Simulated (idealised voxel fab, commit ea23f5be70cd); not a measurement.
Process module in this document: voxel ribs on slabs
FYI the section here is cut, 235 nm wide, cells are 5 nm squares.
Reading order for cross-sections: top band down to bottom band. Underlying form: a grid of square cells. Band size: one or more rows of cells.
Heads up on the band format: heights come first, top then bottom, in nm. After that it's the materials left to right, each with its width in nm. A single material flagged "all across" fills the whole band edge to edge, and "air" means there's empty space there.
The level at which height equals 0 is the one under which the wafer, as it arrives, is entirely one material. No lower edge exists for the bottom band, which continues downward and is notated as in "from 0 down".
Quick explanation for "30->40": the width changes in equal steps down the rows of cells, from the first number in the band's top row to the second number in its bottom row.
Take "stayed the same" at face value: in the step it is given for, the cross-section changed in none of its cells.
"Enclosed cavities" lists enclosed empty spaces (at least 8 cells, no open path upward to the top), each as width x height at distance from the left edge, in nm.
Text after the settings on a step's line: the simulator's own remark on that step.
A step's line can hold "overlay nm"; with a mask on that step, the setting says how far right of the planned place the mask lay, while a negative setting says it lay to the left.
[These are the steps we planned for the process]
step 1: RECEIVE: material Si
step 2: DIRECTIONAL_DEP: material SiO2, thk nm 20
step 3: DIRECTIONAL_DEP: material polySi, thk nm 25
step 4: DIRECTIONAL_DEP: material aC, thk nm 15
step 5: PATTERN: tone cover, mask id RIB, material resist, width nm 20, thk nm 30, overlay nm 0
step 6: DIRECTIONAL_ETCH: etch materials aC, depth nm 15
step 7: STRIP: etch materials resist
step 8: DIRECTIONAL_ETCH: etch materials polySi, depth nm 15
step 9: STRIP: etch materials aC
step 10: PATTERN: tone cover, mask id SLAB, material resist, width nm 60, thk nm 20, overlay nm 0
step 11: DIRECTIONAL_ETCH: etch materials polySi, depth nm 10
step 12: STRIP: etch materials resist
step 13: FILL_DEP: material SiO2, thk nm 20
step 14: CMP: height nm 65
step 15: DIRECTIONAL_DEP: material W, thk nm 10
step 16: MASKED_ETCH: tone cover, mask id HEATER, width nm 30, etch materials W, depth nm 10, overlay nm 0
step 17: CONFORMAL_DEP: material SiN, thk nm 10
It is noted that the wafers described herein are identical at the outset and are distinguished by the thk nm of step 2; the value stated in the plan corresponds to the first wafer.
[First wafer of several, as received: cross-section after step 1]
    from 0 down = Si all across
    Enclosed cavities: none
[End of module, by wafer: material-by-material cell gain (+) or loss (-) since receipt, then closed voids]
thk nm 20; +102 SiN; +575 SiO2; +12 W; +36 polySi; Enclosed cavities: none
thk nm 25; +102 SiN; +575 SiO2; +12 W; +36 polySi; Enclosed cavities: none
thk nm 30; +102 SiN; +575 SiO2; +12 W; +36 polySi; Enclosed cavities: none
thk nm 35; +102 SiN; +575 SiO2; +12 W; +36 polySi; Enclosed cavities: none
thk nm 40; +102 SiN; +575 SiO2; +12 W; +36 polySi; Enclosed cavities: none
